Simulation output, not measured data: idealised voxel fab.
process module | voxel transistor to metal
cross-section cut | 210 nm wide | cells 5 nm
A cross-section is a grid of square cells, given in bands from the top down. A band is one or more rows of cells.
Each band's line starts with the height of the band's top and of its bottom, in nm. Then come its materials from left to right, each with its width in nm. One material with "throughout" fills the band from edge to edge. "air" is empty space.
Height 0 is the level under which the wafer as received is all one material. The lowest band goes on downwards, as in "0 down".
A width such as "30 to 40" changes by the same amount from each row of cells to the next, from the band's top row to its bottom row.
"no change" after a step means that no cell of the cross-section changed.
closed voids: empty space of 8 cells or more with no open way to the top, each as width x height at its distance from the left edge, in nm
after a step's settings: what the simulator itself notes on the step
overlay nm, on a step with a mask: how far to the right of its planned place the mask lay; to the left if negative
plan
1 op RECEIVE | material Si
2 op OXIDIZE | depth nm 5
3 op CONFORMAL_DEP | material SiN | thk nm 10
4 op MASKED_ETCH | tone cover | mask id ACTIVE | width nm 110 | etch materials SiN | depth nm 10 | overlay nm 0
5 op MASKED_ETCH | tone cover | mask id ACTIVE | width nm 110 | etch materials SiO2 | depth nm 5 | overlay nm 0
6 op MASKED_ETCH | tone cover | mask id ACTIVE | width nm 110 | etch materials Si | depth nm 20 | overlay nm 0
7 op FILL_DEP | material SiO2 | thk nm 10
8 op CMP | height nm 10
9 op SELECTIVE_ETCH | etch materials SiO2 | depth nm 10
10 op STRIP | etch materials SiN
11 op SELECTIVE_ETCH | etch materials SiO2 | depth nm 5
12 op OXIDIZE | depth nm 5
13 op DIRECTIONAL_DEP | material polySi | thk nm 20
14 op DIRECTIONAL_DEP | material SiCN | thk nm 15
15 op DIRECTIONAL_DEP | material aC | thk nm 10
16 op PATTERN | tone cover | mask id GATE | material resist | width nm 30 | thk nm 25 | overlay nm 0
17 op DIRECTIONAL_ETCH | etch materials aC | depth nm 10
18 op STRIP | etch materials resist
19 op DIRECTIONAL_ETCH | etch materials SiCN | depth nm 25
20 op DIRECTIONAL_ETCH | etch materials polySi | depth nm 30
21 op STRIP | etch materials aC
22 op CONFORMAL_DEP | material SiN | thk nm 10
23 op DIRECTIONAL_ETCH | etch materials SiN | depth nm 10
24 op DIRECTIONAL_ETCH | etch materials SiO2 | depth nm 5
25 op DIRECTIONAL_ETCH | etch materials Si | depth nm 15
26 op EPI | material nSi | thk nm 20
27 op FILL_DEP | material SiO2 | thk nm 10
28 op CMP | height nm 15
29 op STRIP | etch materials polySi
30 op SELECTIVE_ETCH | etch materials SiO2 | depth nm 5
31 op CONFORMAL_DEP | material HfO2 | thk nm 5
32 op CONFORMAL_DEP | material TiN | thk nm 5
33 op FILL_DEP | material W | thk nm 10
34 op CMP | height nm 10
35 op DIRECTIONAL_DEP | material SiO2 | thk nm 10
36 op DIRECTIONAL_DEP | material aC | thk nm 15
37 op PATTERN | tone open | mask id CONTACT | material resist | width nm 15 | pitch nm 75 | thk nm 35 | overlay nm 0
38 op DIRECTIONAL_ETCH | etch materials aC | depth nm 15
39 op STRIP | etch materials resist
40 op DIRECTIONAL_ETCH | etch materials SiO2 | depth nm 10
41 op STRIP | etch materials aC
42 op CONFORMAL_DEP | material TiN | thk nm 5
43 op FILL_DEP | material Ru | thk nm 10
44 op CMP | height nm 20
45 op CONFORMAL_DEP | material SiCN | thk nm 5
46 op DIRECTIONAL_DEP | material SiO2 | thk nm 15
47 op PATTERN | tone open | mask id METAL_1 | material resist | width nm 15 | pitch nm 75 | thk nm 20 | overlay nm 0
48 op DIRECTIONAL_ETCH | etch materials SiO2 | depth nm 15
49 op DIRECTIONAL_ETCH | etch materials SiCN | depth nm 5
50 op STRIP | etch materials resist
51 op CONFORMAL_DEP | material TiN | thk nm 5
52 op FILL_DEP | material Ru | thk nm 10
53 op CMP | height nm 40
54 op CONFORMAL_DEP | material SiN | thk nm 5
varied across the wafers: width nm of step 37. The plan shows the first wafer's value. All wafers start alike
first wafer as received, after step 1
  0 down: Si throughout
  closed voids: none
first wafer at the end, after step 54
  45 to 40: SiN throughout
  40 to 25: SiO2 60 | TiN 5 | Ru 5 | TiN 5 | SiO2 60 | TiN 5 | Ru 5 | TiN 5 | SiO2 60
  25 to 20: SiCN 60 | TiN 15 | SiCN 60 | TiN 15 | SiCN 60
  20 to 15: SiO2 60 | TiN 5 | Ru 5 | TiN 5 | SiO2 60 | TiN 5 | Ru 5 | TiN 5 | SiO2 60
  15 to 10: SiO2 60 | TiN 15 | SiO2 60 | TiN 15 | SiO2 60
  10 to 0: SiO2 60 | nSi 20 | SiN 10 | HfO2 5 | TiN 5 | W 10 | TiN 5 | HfO2 5 | SiN 10 | nSi 20 | SiO2 60
  0 to -5: SiO2 60 | nSi 20 | SiN 10 | HfO2 5 | TiN 20 | HfO2 5 | SiN 10 | nSi 20 | SiO2 60
  -5 to -10: SiO2 45 | nSi 35 | SiO2 5 | HfO2 40 | SiO2 5 | nSi 35 | SiO2 45
  -10 to -25: SiO2 50 | nSi 30 | Si 50 | nSi 30 | SiO2 50
  -25 down: Si throughout
  closed voids: none
last wafer at the end
  45 to 40: SiN throughout
  40 to 25: SiO2 60 | TiN 5 | Ru 5 | TiN 5 | SiO2 60 | TiN 5 | Ru 5 | TiN 5 | SiO2 60
  25 to 20: SiCN 60 | TiN 15 | SiCN 60 | TiN 15 | SiCN 60
  20 to 15: SiO2 55 | TiN 5 | Ru 20 | TiN 5 | SiO2 45 | TiN 5 | Ru 20 | TiN 5 | SiO2 50
  15 to 10: SiO2 55 | TiN 30 | SiO2 45 | TiN 30 | SiO2 50
  10 to 0: SiO2 60 | nSi 20 | SiN 10 | HfO2 5 | TiN 5 | W 10 | TiN 5 | HfO2 5 | SiN 10 | nSi 20 | SiO2 60
  0 to -5: SiO2 60 | nSi 20 | SiN 10 | HfO2 5 | TiN 20 | HfO2 5 | SiN 10 | nSi 20 | SiO2 60
  -5 to -10: SiO2 45 | nSi 35 | SiO2 5 | HfO2 40 | SiO2 5 | nSi 35 | SiO2 45
  -10 to -25: SiO2 50 | nSi 30 | Si 50 | nSi 30 | SiO2 50
  -25 down: Si throughout
  closed voids: none
each wafer at the end: cells of each material gained (+) or lost (-) since it was received, then its closed voids
width nm 15 | +14 HfO2 | +8 Ru | -180 Si | +36 SiCN | +54 SiN | +332 SiO2 | +36 TiN | +4 W | +74 nSi | closed voids: none
width nm 20 | +14 HfO2 | +10 Ru | -180 Si | +36 SiCN | +54 SiN | +328 SiO2 | +38 TiN | +4 W | +74 nSi | closed voids: none
width nm 25 | +14 HfO2 | +12 Ru | -180 Si | +36 SiCN | +54 SiN | +324 SiO2 | +40 TiN | +4 W | +74 nSi | closed voids: none
width nm 30 | +14 HfO2 | +14 Ru | -180 Si | +36 SiCN | +54 SiN | +320 SiO2 | +42 TiN | +4 W | +74 nSi | closed voids: none
